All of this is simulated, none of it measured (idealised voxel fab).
process module | voxel wiring stack
cross-section cut | 260 nm wide | cells 5 nm
A cross-section is a grid of square cells, given in bands from the top down. A band is one or more rows of cells.
Each band's line starts with the height of the band's top and of its bottom, in nm. Then come its materials from left to right, each with its width in nm. One material with "throughout" fills the band from edge to edge. "air" is empty space.
Height 0 is the level under which the wafer as received is all one material. The lowest band goes on downwards, as in "0 down".
A width such as "30 to 40" changes by the same amount from each row of cells to the next, from the band's top row to its bottom row.
"no change" after a step means that no cell of the cross-section changed.
closed voids: empty space of 8 cells or more with no open way to the top, each as width x height at its distance from the left edge, in nm
after a step's settings: what the simulator itself notes on the step
overlay nm, on a step with a mask: how far to the right of its planned place the mask lay; to the left if negative
plan
1 op RECEIVE | material Si
2 op CONFORMAL_DEP | material SiO2 | thk nm 10
3 op DIRECTIONAL_DEP | material TiN | thk nm 5
4 op DIRECTIONAL_DEP | material Ru | thk nm 25
5 op MASKED_ETCH | tone cover | mask id METAL_1 | width nm 25 | pitch nm 45 | etch materials Ru | depth nm 25 | overlay nm 0
6 op MASKED_ETCH | tone cover | mask id METAL_1 | width nm 25 | pitch nm 45 | etch materials TiN | depth nm 5 | overlay nm 0
7 op FILL_DEP | material lowk | thk nm 10
8 op CMP | height nm 40
9 op CONFORMAL_DEP | material SiCN | thk nm 5
10 op DIRECTIONAL_DEP | material lowk | thk nm 30
11 op PATTERN | tone open | mask id METAL_2 | material resist | width nm 25 | pitch nm 45 | thk nm 20 | overlay nm -15
12 op DIRECTIONAL_ETCH | etch materials lowk | depth nm 20
13 op STRIP | etch materials resist
14 op PATTERN | tone open | mask id METAL_2_HOLES | material resist | width nm 15 | pitch nm 45 | thk nm 15 | overlay nm 0
15 op DIRECTIONAL_ETCH | etch materials lowk | depth nm 10
16 op DIRECTIONAL_ETCH | etch materials SiCN | depth nm 5
17 op STRIP | etch materials resist
18 op CONFORMAL_DEP | material TiN | thk nm 5
19 op FILL_DEP | material Ru | thk nm 5
20 op CMP | height nm 75
21 op CONFORMAL_DEP | material SiCN | thk nm 5
22 op DIRECTIONAL_DEP | material lowk | thk nm 10
23 op DIRECTIONAL_DEP | material aC | thk nm 10
24 op PATTERN | tone open | mask id PLUG_2 | material resist | width nm 15 | pitch nm 45 | thk nm 30 | overlay nm 0
25 op DIRECTIONAL_ETCH | etch materials aC | depth nm 10
26 op STRIP | etch materials resist
27 op DIRECTIONAL_ETCH | etch materials lowk | depth nm 10
28 op DIRECTIONAL_ETCH | etch materials SiCN | depth nm 5
29 op STRIP | etch materials aC
30 op EPI | material Ru | thk nm 10
31 op EPI | material Ru | thk nm 5
32 op DIRECTIONAL_DEP | material TiN | thk nm 5
33 op DIRECTIONAL_DEP | material W | thk nm 25
34 op PATTERN | tone cover | mask id METAL_3 | material resist | width nm 25 | pitch nm 45 | thk nm 20 | overlay nm 0
35 op DIRECTIONAL_ETCH | etch materials W | depth nm 25
36 op DIRECTIONAL_ETCH | etch materials TiN | depth nm 5
37 op STRIP | etch materials resist
38 op FILL_DEP | material lowk | thk nm 10
39 op CMP | height nm 120
40 op CONFORMAL_DEP | material SiN | thk nm 5
varied across the wafers: overlay nm of step 11. The plan shows the first wafer's value. All wafers start alike
first wafer as received, after step 1
  0 down: Si throughout
  closed voids: none
first wafer at the end, after step 40
  125 to 120: SiN throughout
  120 to 95: lowk 95 | W 25 | lowk 20 | W 25 | lowk 95
  95 to 90: lowk 95 | TiN 25 | lowk 20 | TiN 25 | lowk 95
  90 to 80: lowk 95 | Ru 15 | lowk 30 | Ru 15 | lowk 105
  80 to 75: SiCN 95 | Ru 15 | SiCN 30 | Ru 15 | SiCN 105
  75 to 65: lowk 80 | TiN 5 | Ru 20 to 15 | TiN 5 to 10 | lowk 15 | TiN 5 | Ru 20 to 15 | TiN 5 to 10 | lowk 105
  65 to 60: lowk 80 | TiN 5 | Ru 15 | TiN 5 | lowk 20 | TiN 5 | Ru 15 | TiN 5 | lowk 110
  60 to 55: lowk 80 | TiN 25 | lowk 20 | TiN 25 | lowk 110
  55 to 45: lowk 95 | TiN 10 | lowk 35 | TiN 10 | lowk 110
  45 to 40: SiCN 95 | TiN 10 | SiCN 35 | TiN 10 | SiCN 110
  40 to 15: lowk 95 | Ru 25 | lowk 20 | Ru 25 | lowk 95
  15 to 10: lowk 95 | TiN 25 | lowk 20 | TiN 25 | lowk 95
  10 to 0: SiO2 throughout
  0 down: Si throughout
  closed voids: none
last wafer at the end
  125 to 120: SiN throughout
  120 to 95: lowk 95 | W 25 | lowk 20 | W 25 | lowk 95
  95 to 90: lowk 95 | TiN 25 | lowk 20 | TiN 25 | lowk 95
  90 to 80: lowk 95 | Ru 15 | lowk 30 | Ru 15 | lowk 105
  80 to 75: SiCN 95 | Ru 15 | SiCN 30 | Ru 15 | SiCN 105
  75 to 65: lowk 95 | TiN 5 to 20 | Ru 30 to 15 | TiN 5 | lowk 5 | TiN 5 to 20 | Ru 30 to 15 | TiN 5 | lowk 80
  65 to 60: lowk 110 | TiN 5 | Ru 15 | TiN 5 | lowk 20 | TiN 5 | Ru 15 | TiN 5 | lowk 80
  60 to 55: lowk 110 | TiN 25 | lowk 20 | TiN 25 | lowk 80
  55 to 45: lowk throughout
  45 to 40: SiCN throughout
  40 to 15: lowk 95 | Ru 25 | lowk 20 | Ru 25 | lowk 95
  15 to 10: lowk 95 | TiN 25 | lowk 20 | TiN 25 | lowk 95
  10 to 0: SiO2 throughout
  0 down: Si throughout
  closed voids: none
each wafer at the end: cells of each material gained (+) or lost (-) since it was received, then its closed voids
overlay nm -15 | +88 Ru | +94 SiCN | +52 SiN | +104 SiO2 | +56 TiN | +50 W | +856 lowk | closed voids: none
overlay nm -10 | +92 Ru | +92 SiCN | +52 SiN | +104 SiO2 | +54 TiN | +50 W | +856 lowk | closed voids: none
overlay nm -5 | +92 Ru | +92 SiCN | +52 SiN | +104 SiO2 | +54 TiN | +50 W | +856 lowk | closed voids: none
overlay nm 0 | +92 Ru | +92 SiCN | +52 SiN | +104 SiO2 | +54 TiN | +50 W | +856 lowk | closed voids: none
overlay nm 5 | +88 Ru | +94 SiCN | +52 SiN | +104 SiO2 | +56 TiN | +50 W | +856 lowk | closed voids: none
overlay nm 10 | +90 Ru | +96 SiCN | +52 SiN | +104 SiO2 | +52 TiN | +50 W | +856 lowk | closed voids: none
overlay nm 15 | +92 Ru | +98 SiCN | +52 SiN | +104 SiO2 | +48 TiN | +50 W | +856 lowk | closed voids: none
